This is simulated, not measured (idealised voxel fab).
process module | voxel transistor to metal
cross-section cut | 245 nm wide | cells 5 nm
A cross-section is a grid of square cells, given in bands from the top down. A band is one or more rows of cells.
Each band's line starts with the height of the band's top and of its bottom, in nm. Then come its materials from left to right, each with its width in nm. One material with "throughout" fills the band from edge to edge. "air" is empty space.
Height 0 is the level under which the wafer as received is all one material. The lowest band goes on downwards, as in "0 down".
A width such as "30 to 40" changes by the same amount from each row of cells to the next, from the band's top row to its bottom row.
"no change" after a step means that no cell of the cross-section changed.
closed voids: empty space of 8 cells or more with no open way to the top, each as width x height at its distance from the left edge, in nm
after a step's settings: what the simulator itself notes on the step
overlay nm, on a step with a mask: how far to the right of its planned place the mask lay; to the left if negative
Each pair below shows a cross-section before one step and the cross-section after it, down to the lowest band that changed. The line under each pair gives the step between them, with its settings. The pairs can come from different runs of this module on the same starting wafer, so a pair continues from the pair above only where its "before" says so.
before
  75 to 45: resist 20 | air 15 | resist 55 | air 15 | resist 30 | air 15 | resist 55 | air 15 | resist 25
  45 to 35: aC throughout
  35 to 20: SiO2 throughout
  20 to 0: SiO2 40 | SiN 10 | HfO2 5 | TiN 5 | W 5 | TiN 5 | HfO2 5 | SiN 10 | SiO2 70 | SiN 10 | HfO2 5 | TiN 5 | W 5 | TiN 5 | HfO2 5 | SiN 10 | SiO2 45
  0 to -5: SiO2 30 | SiGe 10 | SiN 10 | HfO2 5 | TiN 15 | HfO2 5 | SiN 10 | SiGe 10 | SiO2 50 | SiGe 10 | SiN 10 | HfO2 5 | TiN 15 | HfO2 5 | SiN 10 | SiGe 10 | SiO2 35
  -5 to -10: SiO2 30 | SiGe 10 | SiO2 5 | HfO2 35 | SiO2 5 | SiGe 10 | SiO2 50 | SiGe 10 | SiO2 5 | HfO2 35 | SiO2 5 | SiGe 10 | SiO2 35
  -10 to -20: SiO2 20 | SiGe 20 | Si 45 | SiGe 20 | SiO2 30 | SiGe 20 | Si 45 | SiGe 20 | SiO2 25
  -20 to -80: SiO2 20 | Si 85 | SiO2 30 | Si 85 | SiO2 25
  -80 down: Si throughout
  closed voids: none
after
  65 to 45: resist 20 | air 15 | resist 55 | air 15 | resist 30 | air 15 | resist 55 | air 15 | resist 25
  45 to 35: aC 20 | air 15 | aC 55 | air 15 | aC 30 | air 15 | aC 55 | air 15 | aC 25
  below 35: unchanged
  closed voids: none
the step between: op DIRECTIONAL_ETCH | etch materials aC | depth nm 10
before: the cross-section after the pair above
after
  45 to 35: aC 20 | air 15 | aC 55 | air 15 | aC 30 | air 15 | aC 55 | air 15 | aC 25
  below 35: unchanged
  closed voids: none
the step between: op STRIP | etch materials resist
before: the cross-section after the pair above
after
  45 to 35: aC 20 | air 15 | aC 55 | air 15 | aC 30 | air 15 | aC 55 | air 15 | aC 25
  35 to 20: SiO2 20 | air 15 | SiO2 55 | air 15 | SiO2 30 | air 15 | SiO2 55 | air 15 | SiO2 25
  20 to 0: SiO2 20 | air 15 | SiO2 5 | SiN 10 | HfO2 5 | TiN 5 | W 5 | TiN 5 | HfO2 5 | SiN 10 | SiO2 5 | air 15 | SiO2 30 | air 15 | SiO2 5 | SiN 10 | HfO2 5 | TiN 5 | W 5 | TiN 5 | HfO2 5 | SiN 10 | SiO2 5 | air 15 | SiO2 25
  0 to -5: SiO2 20 | air 10 | SiGe 10 | SiN 10 | HfO2 5 | TiN 15 | HfO2 5 | SiN 10 | SiGe 10 | air 10 | SiO2 30 | air 10 | SiGe 10 | SiN 10 | HfO2 5 | TiN 15 | HfO2 5 | SiN 10 | SiGe 10 | air 10 | SiO2 25
  -5 to -10: SiO2 20 | air 10 | SiGe 10 | SiO2 5 | HfO2 35 | SiO2 5 | SiGe 10 | air 10 | SiO2 30 | air 10 | SiGe 10 | SiO2 5 | HfO2 35 | SiO2 5 | SiGe 10 | air 10 | SiO2 25
  below -10: unchanged
  closed voids: none
the step between: op DIRECTIONAL_ETCH | etch materials SiO2 | depth nm 45
before: the cross-section after the pair above
after
  35 to 20: SiO2 20 | air 15 | SiO2 55 | air 15 | SiO2 30 | air 15 | SiO2 55 | air 15 | SiO2 25
  below 20: unchanged
  closed voids: none
the step between: op STRIP | etch materials aC
before: the cross-section after the pair above
after
  40 to 35: TiN 25 | air 5 | TiN 65 | air 5 | TiN 40 | air 5 | TiN 65 | air 5 | TiN 30
  35 to 20: SiO2 20 | TiN 5 | air 5 | TiN 5 | SiO2 55 | TiN 5 | air 5 | TiN 5 | SiO2 30 | TiN 5 | air 5 | TiN 5 | SiO2 55 | TiN 5 | air 5 | TiN 5 | SiO2 25
  20 to 5: SiO2 20 | TiN 5 | air 5 | TiN 5 | SiO2 5 | SiN 10 | HfO2 5 | TiN 5 | W 5 | TiN 5 | HfO2 5 | SiN 10 | SiO2 5 | TiN 5 | air 5 | TiN 5 | SiO2 30 | TiN 5 | air 5 | TiN 5 | SiO2 5 | SiN 10 | HfO2 5 | TiN 5 | W 5 | TiN 5 | HfO2 5 | SiN 10 | SiO2 5 | TiN 5 | air 5 | TiN 5 | SiO2 25
  5 to 0: SiO2 20 | TiN 15 | SiO2 5 | SiN 10 | HfO2 5 | TiN 5 | W 5 | TiN 5 | HfO2 5 | SiN 10 | SiO2 5 | TiN 15 | SiO2 30 | TiN 15 | SiO2 5 | SiN 10 | HfO2 5 | TiN 5 | W 5 | TiN 5 | HfO2 5 | SiN 10 | SiO2 5 | TiN 15 | SiO2 25
  0 to -5: SiO2 20 | TiN 10 | SiGe 10 | SiN 10 | HfO2 5 | TiN 15 | HfO2 5 | SiN 10 | SiGe 10 | TiN 10 | SiO2 30 | TiN 10 | SiGe 10 | SiN 10 | HfO2 5 | TiN 15 | HfO2 5 | SiN 10 | SiGe 10 | TiN 10 | SiO2 25
  -5 to -10: SiO2 20 | TiN 10 | SiGe 10 | SiO2 5 | HfO2 35 | SiO2 5 | SiGe 10 | TiN 10 | SiO2 30 | TiN 10 | SiGe 10 | SiO2 5 | HfO2 35 | SiO2 5 | SiGe 10 | TiN 10 | SiO2 25
  below -10: unchanged
  closed voids: none
the step between: op CONFORMAL_DEP | material TiN | thk nm 5
before: the cross-section after the pair above
after
  45 to 40: W throughout
  40 to 35: TiN 25 | W 5 | TiN 65 | W 5 | TiN 40 | W 5 | TiN 65 | W 5 | TiN 30
  35 to 20: SiO2 20 | TiN 5 | W 5 | TiN 5 | SiO2 55 | TiN 5 | W 5 | TiN 5 | SiO2 30 | TiN 5 | W 5 | TiN 5 | SiO2 55 | TiN 5 | W 5 | TiN 5 | SiO2 25
  20 to 5: SiO2 20 | TiN 5 | W 5 | TiN 5 | SiO2 5 | SiN 10 | HfO2 5 | TiN 5 | W 5 | TiN 5 | HfO2 5 | SiN 10 | SiO2 5 | TiN 5 | W 5 | TiN 5 | SiO2 30 | TiN 5 | W 5 | TiN 5 | SiO2 5 | SiN 10 | HfO2 5 | TiN 5 | W 5 | TiN 5 | HfO2 5 | SiN 10 | SiO2 5 | TiN 5 | W 5 | TiN 5 | SiO2 25
  below 5: unchanged
  closed voids: none
the step between: op FILL_DEP | material W | thk nm 5
before: the cross-section after the pair above
after
  35 to 20: SiO2 20 | TiN 5 | W 5 | TiN 5 | SiO2 55 | TiN 5 | W 5 | TiN 5 | SiO2 30 | TiN 5 | W 5 | TiN 5 | SiO2 55 | TiN 5 | W 5 | TiN 5 | SiO2 25
  below 20: unchanged
  closed voids: none
the step between: op CMP | height nm 35
before: the cross-section after the pair above
after
  40 to 35: SiCN throughout
  below 35: unchanged
  closed voids: none
the step between: op CONFORMAL_DEP | material SiCN | thk nm 5
before: the cross-section after the pair above
after
  65 to 40: lowk throughout
  below 40: unchanged
  closed voids: none
the step between: op DIRECTIONAL_DEP | material lowk | thk nm 25
before: the cross-section after the pair above
after
  80 to 65: aC throughout
  below 65: unchanged
  closed voids: none
the step between: op DIRECTIONAL_DEP | material aC | thk nm 15
before: the cross-section after the pair above
after
  115 to 80: resist 20 | air 15 | resist 55 | air 15 | resist 30 | air 15 | resist 55 | air 15 | resist 25
  below 80: unchanged
  closed voids: none
the step between: op PATTERN | tone open | mask id METAL_1 | material resist | width nm 15 | thk nm 35 | overlay nm 0
before: the cross-section after the pair above
after
  100 to 80: resist 20 | air 15 | resist 55 | air 15 | resist 30 | air 15 | resist 55 | air 15 | resist 25
  80 to 65: aC 20 | air 15 | aC 55 | air 15 | aC 30 | air 15 | aC 55 | air 15 | aC 25
  below 65: unchanged
  closed voids: none
the step between: op DIRECTIONAL_ETCH | etch materials aC | depth nm 15
before: the cross-section after the pair above
after
  80 to 65: aC 20 | air 15 | aC 55 | air 15 | aC 30 | air 15 | aC 55 | air 15 | aC 25
  below 65: unchanged
  closed voids: none
the step between: op STRIP | etch materials resist
before: the cross-section after the pair above
after
  80 to 65: aC 20 | air 15 | aC 55 | air 15 | aC 30 | air 15 | aC 55 | air 15 | aC 25
  65 to 40: lowk 20 | air 15 | lowk 55 | air 15 | lowk 30 | air 15 | lowk 55 | air 15 | lowk 25
  below 40: unchanged
  closed voids: none
the step between: op DIRECTIONAL_ETCH | etch materials lowk | depth nm 25
before: the cross-section after the pair above
after
  80 to 65: aC 20 | air 15 | aC 55 | air 15 | aC 30 | air 15 | aC 55 | air 15 | aC 25
  65 to 40: lowk 20 | air 15 | lowk 55 | air 15 | lowk 30 | air 15 | lowk 55 | air 15 | lowk 25
  40 to 35: SiCN 20 | air 15 | SiCN 55 | air 15 | SiCN 30 | air 15 | SiCN 55 | air 15 | SiCN 25
  below 35: unchanged
  closed voids: none
the step between: op DIRECTIONAL_ETCH | etch materials SiCN | depth nm 5
before: the cross-section after the pair above
after
  65 to 40: lowk 20 | air 15 | lowk 55 | air 15 | lowk 30 | air 15 | lowk 55 | air 15 | lowk 25
  below 40: unchanged
  closed voids: none
the step between: op STRIP | etch materials aC
before: the cross-section after the pair above
after
  70 to 65: TiN 25 | air 5 | TiN 65 | air 5 | TiN 40 | air 5 | TiN 65 | air 5 | TiN 30
  65 to 40: lowk 20 | TiN 5 | air 5 | TiN 5 | lowk 55 | TiN 5 | air 5 | TiN 5 | lowk 30 | TiN 5 | air 5 | TiN 5 | lowk 55 | TiN 5 | air 5 | TiN 5 | lowk 25
  40 to 35: SiCN 20 | TiN 15 | SiCN 55 | TiN 15 | SiCN 30 | TiN 15 | SiCN 55 | TiN 15 | SiCN 25
  below 35: unchanged
  closed voids: none
the step between: op CONFORMAL_DEP | material TiN | thk nm 5
before: the cross-section after the pair above
after
  80 to 70: Cu throughout
  70 to 65: TiN 25 | Cu 5 | TiN 65 | Cu 5 | TiN 40 | Cu 5 | TiN 65 | Cu 5 | TiN 30
  65 to 40: lowk 20 | TiN 5 | Cu 5 | TiN 5 | lowk 55 | TiN 5 | Cu 5 | TiN 5 | lowk 30 | TiN 5 | Cu 5 | TiN 5 | lowk 55 | TiN 5 | Cu 5 | TiN 5 | lowk 25
  below 40: unchanged
  closed voids: none
the step between: op FILL_DEP | material Cu | thk nm 10
before: the cross-section after the pair above
after
  65 to 40: lowk 20 | TiN 5 | Cu 5 | TiN 5 | lowk 55 | TiN 5 | Cu 5 | TiN 5 | lowk 30 | TiN 5 | Cu 5 | TiN 5 | lowk 55 | TiN 5 | Cu 5 | TiN 5 | lowk 25
  below 40: unchanged
  closed voids: none
the step between: op CMP | height nm 65
before: the cross-section after the pair above
after
  70 to 65: SiCN throughout
  below 65: unchanged
  closed voids: none
the step between: op CONFORMAL_DEP | material SiCN | thk nm 5
before: the cross-section after the pair above
after
  95 to 70: SiO2 throughout
  below 70: unchanged
  closed voids: none
the step between: op DIRECTIONAL_DEP | material SiO2 | thk nm 25
before: the cross-section after the pair above
after
  105 to 95: aC throughout
  below 95: unchanged
  closed voids: none
the step between: op DIRECTIONAL_DEP | material aC | thk nm 10
before: the cross-section after the pair above
after
  130 to 105: resist 20 | air 15 | resist 100 | air 15 | resist 95
  below 105: unchanged
  closed voids: none
the step between: op PATTERN | tone open | mask id METAL_2 | material resist | width nm 15 | pitch nm 115 | thk nm 25 | overlay nm 0
before: the cross-section after the pair above
after
  120 to 105: resist 20 | air 15 | resist 100 | air 15 | resist 95
  105 to 95: aC 20 | air 15 | aC 100 | air 15 | aC 95
  below 95: unchanged
  closed voids: none
the step between: op DIRECTIONAL_ETCH | etch materials aC | depth nm 10
before: the cross-section after the pair above
after
  105 to 95: aC 20 | air 15 | aC 100 | air 15 | aC 95
  below 95: unchanged
  closed voids: none
the step between: op STRIP | etch materials resist
before: the cross-section after the pair above
after
  105 to 95: aC 20 | air 15 | aC 100 | air 15 | aC 95
  95 to 80: SiO2 20 | air 15 | SiO2 100 | air 15 | SiO2 95
  below 80: unchanged
  closed voids: none
the step between: op DIRECTIONAL_ETCH | etch materials SiO2 | depth nm 15
before: the cross-section after the pair above
after
  95 to 80: SiO2 20 | air 15 | SiO2 100 | air 15 | SiO2 95
  below 80: unchanged
  closed voids: none
the step between: op STRIP | etch materials aC
before: the cross-section after the pair above
after
  110 to 95: aC 20 | air 15 | aC 100 | air 15 | aC 95
  95 to 80: SiO2 20 | aC 15 | SiO2 100 | aC 15 | SiO2 95
  below 80: unchanged
  closed voids: none
the step between: op DIRECTIONAL_DEP | material aC | thk nm 15
before: the cross-section after the pair above
after
  145 to 110: resist 20 | air 15 | resist 100 | air 15 | resist 95
  below 110: unchanged
  closed voids: none
the step between: op PATTERN | tone open | mask id METAL_2_HOLES | material resist | width nm 15 | pitch nm 115 | thk nm 35 | overlay nm 0
before: the cross-section after the pair above
after
  130 to 110: resist 20 | air 15 | resist 100 | air 15 | resist 95
  110 to 95: aC 20 | air 15 | aC 100 | air 15 | aC 95
  95 to 80: SiO2 20 | air 15 | SiO2 100 | air 15 | SiO2 95
  below 80: unchanged
  closed voids: none
the step between: op DIRECTIONAL_ETCH | etch materials aC | depth nm 15
before: the cross-section after the pair above
after
  110 to 95: aC 20 | air 15 | aC 100 | air 15 | aC 95
  below 95: unchanged
  closed voids: none
the step between: op STRIP | etch materials resist
before: the cross-section after the pair above
after
  110 to 95: aC 20 | air 15 | aC 100 | air 15 | aC 95
  95 to 70: SiO2 20 | air 15 | SiO2 100 | air 15 | SiO2 95
  below 70: unchanged
  closed voids: none
the step between: op DIRECTIONAL_ETCH | etch materials SiO2 | depth nm 10
before: the cross-section after the pair above
after
  110 to 95: aC 20 | air 15 | aC 100 | air 15 | aC 95
  95 to 70: SiO2 20 | air 15 | SiO2 100 | air 15 | SiO2 95
  70 to 65: SiCN 20 | air 15 | SiCN 100 | air 15 | SiCN 95
  below 65: unchanged
  closed voids: none
the step between: op DIRECTIONAL_ETCH | etch materials SiCN | depth nm 5
before: the cross-section after the pair above
after
  95 to 70: SiO2 20 | air 15 | SiO2 100 | air 15 | SiO2 95
  below 70: unchanged
  closed voids: none
the step between: op STRIP | etch materials aC
before: the cross-section after the pair above
after
  100 to 95: TiN 25 | air 5 | TiN 110 | air 5 | TiN 100
  95 to 70: SiO2 20 | TiN 5 | air 5 | TiN 5 | SiO2 100 | TiN 5 | air 5 | TiN 5 | SiO2 95
  70 to 65: SiCN 20 | TiN 15 | SiCN 100 | TiN 15 | SiCN 95
  below 65: unchanged
  closed voids: none
the step between: op CONFORMAL_DEP | material TiN | thk nm 5
before: the cross-section after the pair above
after
  110 to 100: Cu throughout
  100 to 95: TiN 25 | Cu 5 | TiN 110 | Cu 5 | TiN 100
  95 to 70: SiO2 20 | TiN 5 | Cu 5 | TiN 5 | SiO2 100 | TiN 5 | Cu 5 | TiN 5 | SiO2 95
  below 70: unchanged
  closed voids: none
the step between: op FILL_DEP | material Cu | thk nm 10
before: the cross-section after the pair above
after
  95 to 70: SiO2 20 | TiN 5 | Cu 5 | TiN 5 | SiO2 100 | TiN 5 | Cu 5 | TiN 5 | SiO2 95
  below 70: unchanged
  closed voids: none
the step between: op CMP | height nm 95
before: the cross-section after the pair above
after
  100 to 95: SiN throughout
  below 95: unchanged
  closed voids: none
the step between: op CONFORMAL_DEP | material SiN | thk nm 5
before
  30 to 25: air 35 | TiN 20 | air 15 | TiN 20 | air 60 | TiN 20 | air 15 | TiN 20 | air 40
  25 to 20: TiN 40 | SiN 10 | TiN 5 | air 15 | TiN 5 | SiN 10 | TiN 70 | SiN 10 | TiN 5 | air 15 | TiN 5 | SiN 10 | TiN 45
  20 to 0: SiO2 40 | SiN 10 | TiN 5 | air 15 | TiN 5 | SiN 10 | SiO2 70 | SiN 10 | TiN 5 | air 15 | TiN 5 | SiN 10 | SiO2 45
  0 to -5: SiO2 30 | SiGe 10 | SiN 10 | TiN 5 | air 15 | TiN 5 | SiN 10 | SiGe 10 | SiO2 50 | SiGe 10 | SiN 10 | TiN 5 | air 15 | TiN 5 | SiN 10 | SiGe 10 | SiO2 35
  -5 to -10: SiO2 30 | SiGe 10 | SiO2 5 | TiN 35 | SiO2 5 | SiGe 10 | SiO2 50 | SiGe 10 | SiO2 5 | TiN 35 | SiO2 5 | SiGe 10 | SiO2 35
  -10 to -20: SiO2 20 | SiGe 20 | Si 45 | SiGe 20 | SiO2 30 | SiGe 20 | Si 45 | SiGe 20 | SiO2 25
  -20 to -45: SiO2 20 | Si 85 | SiO2 30 | Si 85 | SiO2 25
  -45 down: Si throughout
  closed voids: none
after
  35 to 30: air 30 | HfO2 30 | air 5 | HfO2 30 | air 50 | HfO2 30 | air 5 | HfO2 30 | air 35
  30 to 25: HfO2 35 | TiN 20 | HfO2 5 | air 5 | HfO2 5 | TiN 20 | HfO2 60 | TiN 20 | HfO2 5 | air 5 | HfO2 5 | TiN 20 | HfO2 40
  25 to 20: TiN 40 | SiN 10 | TiN 5 | HfO2 5 | air 5 | HfO2 5 | TiN 5 | SiN 10 | TiN 70 | SiN 10 | TiN 5 | HfO2 5 | air 5 | HfO2 5 | TiN 5 | SiN 10 | TiN 45
  20 to 0: SiO2 40 | SiN 10 | TiN 5 | HfO2 5 | air 5 | HfO2 5 | TiN 5 | SiN 10 | SiO2 70 | SiN 10 | TiN 5 | HfO2 5 | air 5 | HfO2 5 | TiN 5 | SiN 10 | SiO2 45
  0 to -5: SiO2 30 | SiGe 10 | SiN 10 | TiN 5 | HfO2 15 | TiN 5 | SiN 10 | SiGe 10 | SiO2 50 | SiGe 10 | SiN 10 | TiN 5 | HfO2 15 | TiN 5 | SiN 10 | SiGe 10 | SiO2 35
  below -5: unchanged
  closed voids: none
the step between: op CONFORMAL_DEP | material HfO2 | thk nm 5
before: the cross-section after the pair above
after
  45 to 35: W throughout
  35 to 30: W 30 | HfO2 30 | W 5 | HfO2 30 | W 50 | HfO2 30 | W 5 | HfO2 30 | W 35
  30 to 25: HfO2 35 | TiN 20 | HfO2 5 | W 5 | HfO2 5 | TiN 20 | HfO2 60 | TiN 20 | HfO2 5 | W 5 | HfO2 5 | TiN 20 | HfO2 40
  25 to 20: TiN 40 | SiN 10 | TiN 5 | HfO2 5 | W 5 | HfO2 5 | TiN 5 | SiN 10 | TiN 70 | SiN 10 | TiN 5 | HfO2 5 | W 5 | HfO2 5 | TiN 5 | SiN 10 | TiN 45
  20 to 0: SiO2 40 | SiN 10 | TiN 5 | HfO2 5 | W 5 | HfO2 5 | TiN 5 | SiN 10 | SiO2 70 | SiN 10 | TiN 5 | HfO2 5 | W 5 | HfO2 5 | TiN 5 | SiN 10 | SiO2 45
  below 0: unchanged
  closed voids: none
the step between: op FILL_DEP | material W | thk nm 10
before: the cross-section after the pair above
after
  20 to 0: SiO2 40 | SiN 10 | TiN 5 | HfO2 5 | W 5 | HfO2 5 | TiN 5 | SiN 10 | SiO2 70 | SiN 10 | TiN 5 | HfO2 5 | W 5 | HfO2 5 | TiN 5 | SiN 10 | SiO2 45
  below 0: unchanged
  closed voids: none
the step between: op CMP | height nm 20
before: the cross-section after the pair above
after
  35 to 20: SiO2 throughout
  below 20: unchanged
  closed voids: none
the step between: op DIRECTIONAL_DEP | material SiO2 | thk nm 15
before: the cross-section after the pair above
after
  45 to 35: aC throughout
  below 35: unchanged
  closed voids: none
the step between: op DIRECTIONAL_DEP | material aC | thk nm 10
before: the cross-section after the pair above
after
  75 to 45: resist 20 | air 15 | resist 55 | air 15 | resist 30 | air 15 | resist 55 | air 15 | resist 25
  below 45: unchanged
  closed voids: none
the step between: op PATTERN | tone open | mask id CONTACT | material resist | width nm 15 | thk nm 30 | overlay nm 0
before: the cross-section after the pair above
after
  65 to 45: resist 20 | air 15 | resist 55 | air 15 | resist 30 | air 15 | resist 55 | air 15 | resist 25
  45 to 35: aC 20 | air 15 | aC 55 | air 15 | aC 30 | air 15 | aC 55 | air 15 | aC 25
  below 35: unchanged
  closed voids: none
the step between: op DIRECTIONAL_ETCH | etch materials aC | depth nm 10
before: the cross-section after the pair above
after
  45 to 35: aC 20 | air 15 | aC 55 | air 15 | aC 30 | air 15 | aC 55 | air 15 | aC 25
  below 35: unchanged
  closed voids: none
the step between: op STRIP | etch materials resist
before: the cross-section after the pair above
after
  45 to 35: aC 20 | air 15 | aC 55 | air 15 | aC 30 | air 15 | aC 55 | air 15 | aC 25
  35 to 20: SiO2 20 | air 15 | SiO2 55 | air 15 | SiO2 30 | air 15 | SiO2 55 | air 15 | SiO2 25
  20 to 0: SiO2 20 | air 15 | SiO2 5 | SiN 10 | TiN 5 | HfO2 5 | W 5 | HfO2 5 | TiN 5 | SiN 10 | SiO2 5 | air 15 | SiO2 30 | air 15 | SiO2 5 | SiN 10 | TiN 5 | HfO2 5 | W 5 | HfO2 5 | TiN 5 | SiN 10 | SiO2 5 | air 15 | SiO2 25
  0 to -5: SiO2 20 | air 10 | SiGe 10 | SiN 10 | TiN 5 | HfO2 15 | TiN 5 | SiN 10 | SiGe 10 | air 10 | SiO2 30 | air 10 | SiGe 10 | SiN 10 | TiN 5 | HfO2 15 | TiN 5 | SiN 10 | SiGe 10 | air 10 | SiO2 25
  -5 to -10: SiO2 20 | air 10 | SiGe 10 | SiO2 5 | TiN 35 | SiO2 5 | SiGe 10 | air 10 | SiO2 30 | air 10 | SiGe 10 | SiO2 5 | TiN 35 | SiO2 5 | SiGe 10 | air 10 | SiO2 25
  below -10: unchanged
  closed voids: none
the step between: op DIRECTIONAL_ETCH | etch materials SiO2 | depth nm 45
before: the cross-section after the pair above
after
  35 to 20: SiO2 20 | air 15 | SiO2 55 | air 15 | SiO2 30 | air 15 | SiO2 55 | air 15 | SiO2 25
  below 20: unchanged
  closed voids: none
the step between: op STRIP | etch materials aC
before: the cross-section after the pair above
after
  40 to 35: TiN 25 | air 5 | TiN 65 | air 5 | TiN 40 | air 5 | TiN 65 | air 5 | TiN 30
  35 to 20: SiO2 20 | TiN 5 | air 5 | TiN 5 | SiO2 55 | TiN 5 | air 5 | TiN 5 | SiO2 30 | TiN 5 | air 5 | TiN 5 | SiO2 55 | TiN 5 | air 5 | TiN 5 | SiO2 25
  20 to 5: SiO2 20 | TiN 5 | air 5 | TiN 5 | SiO2 5 | SiN 10 | TiN 5 | HfO2 5 | W 5 | HfO2 5 | TiN 5 | SiN 10 | SiO2 5 | TiN 5 | air 5 | TiN 5 | SiO2 30 | TiN 5 | air 5 | TiN 5 | SiO2 5 | SiN 10 | TiN 5 | HfO2 5 | W 5 | HfO2 5 | TiN 5 | SiN 10 | SiO2 5 | TiN 5 | air 5 | TiN 5 | SiO2 25
  5 to 0: SiO2 20 | TiN 15 | SiO2 5 | SiN 10 | TiN 5 | HfO2 5 | W 5 | HfO2 5 | TiN 5 | SiN 10 | SiO2 5 | TiN 15 | SiO2 30 | TiN 15 | SiO2 5 | SiN 10 | TiN 5 | HfO2 5 | W 5 | HfO2 5 | TiN 5 | SiN 10 | SiO2 5 | TiN 15 | SiO2 25
  0 to -5: SiO2 20 | TiN 10 | SiGe 10 | SiN 10 | TiN 5 | HfO2 15 | TiN 5 | SiN 10 | SiGe 10 | TiN 10 | SiO2 30 | TiN 10 | SiGe 10 | SiN 10 | TiN 5 | HfO2 15 | TiN 5 | SiN 10 | SiGe 10 | TiN 10 | SiO2 25
  -5 to -10: SiO2 20 | TiN 10 | SiGe 10 | SiO2 5 | TiN 35 | SiO2 5 | SiGe 10 | TiN 10 | SiO2 30 | TiN 10 | SiGe 10 | SiO2 5 | TiN 35 | SiO2 5 | SiGe 10 | TiN 10 | SiO2 25
  below -10: unchanged
  closed voids: none
the step between: op CONFORMAL_DEP | material TiN | thk nm 5
before: the cross-section after the pair above
after
  45 to 40: W throughout
  40 to 35: TiN 25 | W 5 | TiN 65 | W 5 | TiN 40 | W 5 | TiN 65 | W 5 | TiN 30
  35 to 20: SiO2 20 | TiN 5 | W 5 | TiN 5 | SiO2 55 | TiN 5 | W 5 | TiN 5 | SiO2 30 | TiN 5 | W 5 | TiN 5 | SiO2 55 | TiN 5 | W 5 | TiN 5 | SiO2 25
  20 to 5: SiO2 20 | TiN 5 | W 5 | TiN 5 | SiO2 5 | SiN 10 | TiN 5 | HfO2 5 | W 5 | HfO2 5 | TiN 5 | SiN 10 | SiO2 5 | TiN 5 | W 5 | TiN 5 | SiO2 30 | TiN 5 | W 5 | TiN 5 | SiO2 5 | SiN 10 | TiN 5 | HfO2 5 | W 5 | HfO2 5 | TiN 5 | SiN 10 | SiO2 5 | TiN 5 | W 5 | TiN 5 | SiO2 25
  below 5: unchanged
  closed voids: none
the step between: op FILL_DEP | material W | thk nm 5
before: the cross-section after the pair above
after
  35 to 20: SiO2 20 | TiN 5 | W 5 | TiN 5 | SiO2 55 | TiN 5 | W 5 | TiN 5 | SiO2 30 | TiN 5 | W 5 | TiN 5 | SiO2 55 | TiN 5 | W 5 | TiN 5 | SiO2 25
  below 20: unchanged
  closed voids: none
the step between: op CMP | height nm 35
before: the cross-section after the pair above
after
  40 to 35: SiCN throughout
  below 35: unchanged
  closed voids: none
the step between: op CONFORMAL_DEP | material SiCN | thk nm 5
before: the cross-section after the pair above
after
  65 to 40: lowk throughout
  below 40: unchanged
  closed voids: none
the step between: op DIRECTIONAL_DEP | material lowk | thk nm 25
before: the cross-section after the pair above
after
  80 to 65: aC throughout
  below 65: unchanged
  closed voids: none
the step between: op DIRECTIONAL_DEP | material aC | thk nm 15
before: the cross-section after the pair above
after
  115 to 80: resist 20 | air 15 | resist 55 | air 15 | resist 30 | air 15 | resist 55 | air 15 | resist 25
  below 80: unchanged
  closed voids: none
the step between: op PATTERN | tone open | mask id METAL_1 | material resist | width nm 15 | thk nm 35 | overlay nm 0
before: the cross-section after the pair above
after
  100 to 80: resist 20 | air 15 | resist 55 | air 15 | resist 30 | air 15 | resist 55 | air 15 | resist 25
  80 to 65: aC 20 | air 15 | aC 55 | air 15 | aC 30 | air 15 | aC 55 | air 15 | aC 25
  below 65: unchanged
  closed voids: none
the step between: op DIRECTIONAL_ETCH | etch materials aC | depth nm 15
before: the cross-section after the pair above
after
  80 to 65: aC 20 | air 15 | aC 55 | air 15 | aC 30 | air 15 | aC 55 | air 15 | aC 25
  below 65: unchanged
  closed voids: none
the step between: op STRIP | etch materials resist
before: the cross-section after the pair above
after
  80 to 65: aC 20 | air 15 | aC 55 | air 15 | aC 30 | air 15 | aC 55 | air 15 | aC 25
  65 to 40: lowk 20 | air 15 | lowk 55 | air 15 | lowk 30 | air 15 | lowk 55 | air 15 | lowk 25
  below 40: unchanged
  closed voids: none
the step between: op DIRECTIONAL_ETCH | etch materials lowk | depth nm 25
before: the cross-section after the pair above
after
  80 to 65: aC 20 | air 15 | aC 55 | air 15 | aC 30 | air 15 | aC 55 | air 15 | aC 25
  65 to 40: lowk 20 | air 15 | lowk 55 | air 15 | lowk 30 | air 15 | lowk 55 | air 15 | lowk 25
  40 to 35: SiCN 20 | air 15 | SiCN 55 | air 15 | SiCN 30 | air 15 | SiCN 55 | air 15 | SiCN 25
  below 35: unchanged
  closed voids: none
the step between: op DIRECTIONAL_ETCH | etch materials SiCN | depth nm 5
before: the cross-section after the pair above
after
  65 to 40: lowk 20 | air 15 | lowk 55 | air 15 | lowk 30 | air 15 | lowk 55 | air 15 | lowk 25
  below 40: unchanged
  closed voids: none
the step between: op STRIP | etch materials aC
before: the cross-section after the pair above
after
  70 to 65: TiN 25 | air 5 | TiN 65 | air 5 | TiN 40 | air 5 | TiN 65 | air 5 | TiN 30
  65 to 40: lowk 20 | TiN 5 | air 5 | TiN 5 | lowk 55 | TiN 5 | air 5 | TiN 5 | lowk 30 | TiN 5 | air 5 | TiN 5 | lowk 55 | TiN 5 | air 5 | TiN 5 | lowk 25
  40 to 35: SiCN 20 | TiN 15 | SiCN 55 | TiN 15 | SiCN 30 | TiN 15 | SiCN 55 | TiN 15 | SiCN 25
  below 35: unchanged
  closed voids: none
the step between: op CONFORMAL_DEP | material TiN | thk nm 5
before: the cross-section after the pair above
after
  80 to 70: Cu throughout
  70 to 65: TiN 25 | Cu 5 | TiN 65 | Cu 5 | TiN 40 | Cu 5 | TiN 65 | Cu 5 | TiN 30
  65 to 40: lowk 20 | TiN 5 | Cu 5 | TiN 5 | lowk 55 | TiN 5 | Cu 5 | TiN 5 | lowk 30 | TiN 5 | Cu 5 | TiN 5 | lowk 55 | TiN 5 | Cu 5 | TiN 5 | lowk 25
  below 40: unchanged
  closed voids: none
the step between: op FILL_DEP | material Cu | thk nm 10
before: the cross-section after the pair above
after
  65 to 40: lowk 20 | TiN 5 | Cu 5 | TiN 5 | lowk 55 | TiN 5 | Cu 5 | TiN 5 | lowk 30 | TiN 5 | Cu 5 | TiN 5 | lowk 55 | TiN 5 | Cu 5 | TiN 5 | lowk 25
  below 40: unchanged
  closed voids: none
the step between: op CMP | height nm 65
before: the cross-section after the pair above
after
  70 to 65: SiCN throughout
  below 65: unchanged
  closed voids: none
the step between: op CONFORMAL_DEP | material SiCN | thk nm 5
before: the cross-section after the pair above
after
  95 to 70: SiO2 throughout
  below 70: unchanged
  closed voids: none
the step between: op DIRECTIONAL_DEP | material SiO2 | thk nm 25
before: the cross-section after the pair above
after
  105 to 95: aC throughout
  below 95: unchanged
  closed voids: none
the step between: op DIRECTIONAL_DEP | material aC | thk nm 10
before: the cross-section after the pair above
after
  130 to 105: resist 20 | air 15 | resist 100 | air 15 | resist 95
  below 105: unchanged
  closed voids: none
the step between: op PATTERN | tone open | mask id METAL_2 | material resist | width nm 15 | pitch nm 115 | thk nm 25 | overlay nm 0
